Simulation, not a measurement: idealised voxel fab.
Process module, titled voxel capacitor over wiring
In the cross-section labelled cut, the width is 285 nm and each square cell is 5 nm.
Bands, listed from the top down, are how a cross-section gets written in this document; the cross-section itself is a grid of square cells, and a band is one or more rows of them.
Quick guide to a band line: top height, bottom height (nm) up front; then every material left to right with its width in nm. Only one material and it's marked "everywhere"? Then it fills the band edge to edge. And "blank" just means empty space.
Heights are measured from 0, the level below which the as-received wafer is all one material; the lowest band has no bottom and continues downward, written as in "top 0, no bottom".
Note: "30 to 40" means the width goes from the first number (top row of the band) to the second number (bottom row) in equal steps per row of cells.
Given "same as before" for a step, no cell of the cross-section differs between before and after that step.
Empty spaces without an open route to the top, at least 8 cells in extent, make up the entry "Sealed voids"; each is given as width x height at distance, where the distance is measured from the left edge, and all are in nm.
Note: text after step settings on the step line = simulator remark on that step.
Regarding "overlay nm": on a step with a mask, it is the distance the mask lay to the right of its planned place; a negative value places it to the left.

These are the steps we planned for the process
1. op RECEIVE | material Si
2. op CONFORMAL_DEP | material SiO2 | thk nm 10
3. op DIRECTIONAL_DEP | material TiN | thk nm 5
4. op DIRECTIONAL_DEP | material Ru | thk nm 15
5. op PATTERN | tone cover | mask id METAL_1 | material resist | width nm 30 | pitch nm 80 | thk nm 20 | overlay nm 0
6. op DIRECTIONAL_ETCH | etch materials Ru | depth nm 15
7. op DIRECTIONAL_ETCH | etch materials TiN | depth nm 5
8. op STRIP | etch materials resist
9. op CONFORMAL_DEP | material SiN | thk nm 5
10. op FILL_DEP | material lowk | thk nm 5
11. op CMP | height nm 30
12. op CONFORMAL_DEP | material SiCN | thk nm 5
13. op DIRECTIONAL_DEP | material SiO2 | thk nm 10
14. op MASKED_ETCH | tone open | mask id PLUG_1 | width nm 15 | etch materials SiO2 | depth nm 10 | overlay nm 0
15. op MASKED_ETCH | tone open | mask id PLUG_1 | width nm 15 | etch materials SiCN | depth nm 5 | overlay nm 0
16. op EPI | material Ru | thk nm 10
17. op EPI | material Ru | thk nm 5
18. op DIRECTIONAL_DEP | material TiN | thk nm 10
19. op DIRECTIONAL_DEP | material Al2O3 | thk nm 5
20. op DIRECTIONAL_DEP | material TiN | thk nm 10
21. op PATTERN | tone cover | mask id UPPER_PLATE | material resist | width nm 55 | thk nm 20 | overlay nm 0
22. op DIRECTIONAL_ETCH | etch materials TiN | depth nm 10
23. op DIRECTIONAL_ETCH | etch materials Al2O3 | depth nm 5
24. op STRIP | etch materials resist
25. op MASKED_ETCH | tone cover | mask id LOWER_PLATE | width nm 65 | etch materials TiN | depth nm 10 | overlay nm -15
26. op FILL_DEP | material SiO2 | thk nm 15
27. op CMP | height nm 80
28. op DIRECTIONAL_DEP | material aC | thk nm 10
29. op PATTERN | tone open | mask id PLUG_2 | material resist | width nm 15 | thk nm 30 | overlay nm 0
30. op DIRECTIONAL_ETCH | etch materials aC | depth nm 10
31. op STRIP | etch materials resist
32. op DIRECTIONAL_ETCH | etch materials SiO2 | depth nm 10
33. op STRIP | etch materials aC
34. op CONFORMAL_DEP | material TiN | thk nm 5
35. op FILL_DEP | material Ru | thk nm 5
36. op CMP | height nm 80
37. op CONFORMAL_DEP | material SiCN | thk nm 5
Be aware that, although all wafers share a common starting state, the overlay nm at step 25 differs among them, and the plan displays the first wafer's value.

Received wafers, first of several: cross-section after step 1
> top 0, no bottom  Si everywhere
> Sealed voids: none

Wafer rows; end of module; cells per material since receipt: (+) gained, (-) lost; then closed voids
overlay nm -15, +11 Al2O3, +46 Ru, +111 SiCN, +57 SiN, +556 SiO2, +65 TiN, +123 lowk, Sealed voids: none
overlay nm -10, +11 Al2O3, +46 Ru, +111 SiCN, +57 SiN, +556 SiO2, +65 TiN, +123 lowk, Sealed voids: none
overlay nm -5, +11 Al2O3, +46 Ru, +111 SiCN, +57 SiN, +556 SiO2, +65 TiN, +123 lowk, Sealed voids: none
overlay nm 0, +11 Al2O3, +46 Ru, +111 SiCN, +57 SiN, +556 SiO2, +65 TiN, +123 lowk, Sealed voids: none
overlay nm 5, +11 Al2O3, +46 Ru, +111 SiCN, +57 SiN, +556 SiO2, +65 TiN, +123 lowk, Sealed voids: none
overlay nm 10, +11 Al2O3, +46 Ru, +111 SiCN, +57 SiN, +556 SiO2, +65 TiN, +123 lowk, Sealed voids: none
overlay nm 15, +11 Al2O3, +46 Ru, +111 SiCN, +57 SiN, +556 SiO2, +65 TiN, +123 lowk, Sealed voids: none
